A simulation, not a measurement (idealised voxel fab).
Presented below is a process module, voxel self aligned contacts.
Cross-section cut: width 230 nm, square cells of 5 nm.
How to read a cross-section here: the picture is a grid of square cells, written as bands going from the top down, and any band can span one or more rows of cells. For a band, the entry starts with two heights in nm, that of the top and then that of the bottom, and carries on with the band's materials in order from left to right, each alongside its width in nm; the word "all across" beside a single material means it fills the band edge to edge, and "empty" means empty space. Height datum 0, below which the as-received substrate wafer is one material. Lowest band open at the bottom, running downward: "top 0, no bottom". Graded width ("30->40"): value in top row of band = first number; value in bottom row = second number; row-to-row change constant. Any step labelled "nothing was modified" changed none of the cells in the cross-section. Each empty space that has no open way to the top and spans at least 8 cells appears under "Non-vented voids" as width x height at distance, the distance counted from the left edge, all in nm. Formally, on a step line, whatever follows the settings is a remark that the simulator itself makes on the step. overlay nm: how far to the right of its planned place the mask lay on this masked step (negative: to the left).
Plan:
1) op RECEIVE | material Si
2) op OXIDIZE | depth nm 5
3) op DIRECTIONAL_DEP | material polySi | thk nm 30
4) op DIRECTIONAL_DEP | material SiN | thk nm 20
5) op MASKED_ETCH | tone cover | mask id GATE | width nm 30 | pitch nm 75 | etch materials SiN | depth nm 20 | overlay nm 0
6) op MASKED_ETCH | tone cover | mask id GATE | width nm 30 | pitch nm 75 | etch materials polySi | depth nm 30 | overlay nm 0
7) op CONFORMAL_DEP | material SiN | thk nm 10
8) op DIRECTIONAL_ETCH | etch materials SiN | depth nm 10
9) op FILL_DEP | material SiO2 | thk nm 15
10) op CMP | height nm 55
11) op DIRECTIONAL_DEP | material aC | thk nm 15
12) op PATTERN | tone open | mask id CONTACT | material resist | width nm 55 | pitch nm 75 | thk nm 35 | overlay nm -15
13) op DIRECTIONAL_ETCH | etch materials aC | depth nm 15
14) op STRIP | etch materials resist
15) op DIRECTIONAL_ETCH | etch materials SiO2 | depth nm 60
16) op STRIP | etch materials aC
17) op CONFORMAL_DEP | material TiN | thk nm 5
18) op FILL_DEP | material Ru | thk nm 5
19) op CMP | height nm 55
20) op CONFORMAL_DEP | material SiCN | thk nm 5
The plan shows the overlay nm of step 12 as the first wafer had it; this setting differs between the wafers, which start out alike.
As received, i.e. after step 1: cross-section through the first of several wafers:
    top 0, no bottom: Si all across
    Non-vented voids: none
Cross-section of the first of several wafers once the module has run through its last step, step 20:
    top 60, bottom 55: SiCN all across
    top 55, bottom 50: SiO2: 35 | TiN: 35 | Ru: 15 | TiN: 5 | SiO2: 20 | TiN: 35 | Ru: 15 | TiN: 5 | SiO2: 65
    top 50, bottom 30: SiO2: 15 | SiN: 50 | TiN: 5 | Ru: 15 | TiN: 5 | SiN: 50 | TiN: 5 | Ru: 15 | TiN: 5 | SiN: 50 | SiO2: 15
    top 30, bottom 0: SiO2: 15 | SiN: 10 | polySi: 30 | SiN: 10 | TiN: 5 | Ru: 15 | TiN: 5 | SiN: 10 | polySi: 30 | SiN: 10 | TiN: 5 | Ru: 15 | TiN: 5 | SiN: 10 | polySi: 30 | SiN: 10 | SiO2: 15
    top 0, bottom -5: SiO2: 65 | TiN: 25 | SiO2: 50 | TiN: 25 | SiO2: 65
    top -5, no bottom: Si all across
    Non-vented voids: none
Final wafer cross-section at module end:
    top 60, bottom 55: SiCN all across
    top 55, bottom 50: SiO2: 65 | TiN: 5 | Ru: 15 | TiN: 35 | SiO2: 20 | TiN: 5 | Ru: 15 | TiN: 35 | SiO2: 35
    top 50, bottom 30: SiO2: 15 | SiN: 50 | TiN: 5 | Ru: 15 | TiN: 5 | SiN: 50 | TiN: 5 | Ru: 15 | TiN: 5 | SiN: 50 | SiO2: 15
    top 30, bottom 0: SiO2: 15 | SiN: 10 | polySi: 30 | SiN: 10 | TiN: 5 | Ru: 15 | TiN: 5 | SiN: 10 | polySi: 30 | SiN: 10 | TiN: 5 | Ru: 15 | TiN: 5 | SiN: 10 | polySi: 30 | SiN: 10 | SiO2: 15
    top 0, bottom -5: SiO2: 65 | TiN: 25 | SiO2: 50 | TiN: 25 | SiO2: 65
    top -5, no bottom: Si all across
    Non-vented voids: none
The table below has one row for each wafer; a row shows, as of the end of the module, how many cells of each material the wafer has gained, marked (+), or lost, marked (-), since it was received, and then the wafer's closed voids:
overlay nm -15, +66 Ru, -46 Si, +46 SiCN, +192 SiN, +120 SiO2, +66 TiN, +108 polySi, Non-vented voids: none
overlay nm -10, +66 Ru, -46 Si, +46 SiCN, +192 SiN, +120 SiO2, +66 TiN, +108 polySi, Non-vented voids: none
overlay nm -5, +66 Ru, -46 Si, +46 SiCN, +192 SiN, +120 SiO2, +66 TiN, +108 polySi, Non-vented voids: none
overlay nm 0, +66 Ru, -46 Si, +46 SiCN, +192 SiN, +120 SiO2, +66 TiN, +108 polySi, Non-vented voids: none
overlay nm 5, +66 Ru, -46 Si, +46 SiCN, +192 SiN, +120 SiO2, +66 TiN, +108 polySi, Non-vented voids: none
overlay nm 10, +66 Ru, -46 Si, +46 SiCN, +192 SiN, +120 SiO2, +66 TiN, +108 polySi, Non-vented voids: none
overlay nm 15, +66 Ru, -46 Si, +46 SiCN, +192 SiN, +120 SiO2, +66 TiN, +108 polySi, Non-vented voids: none
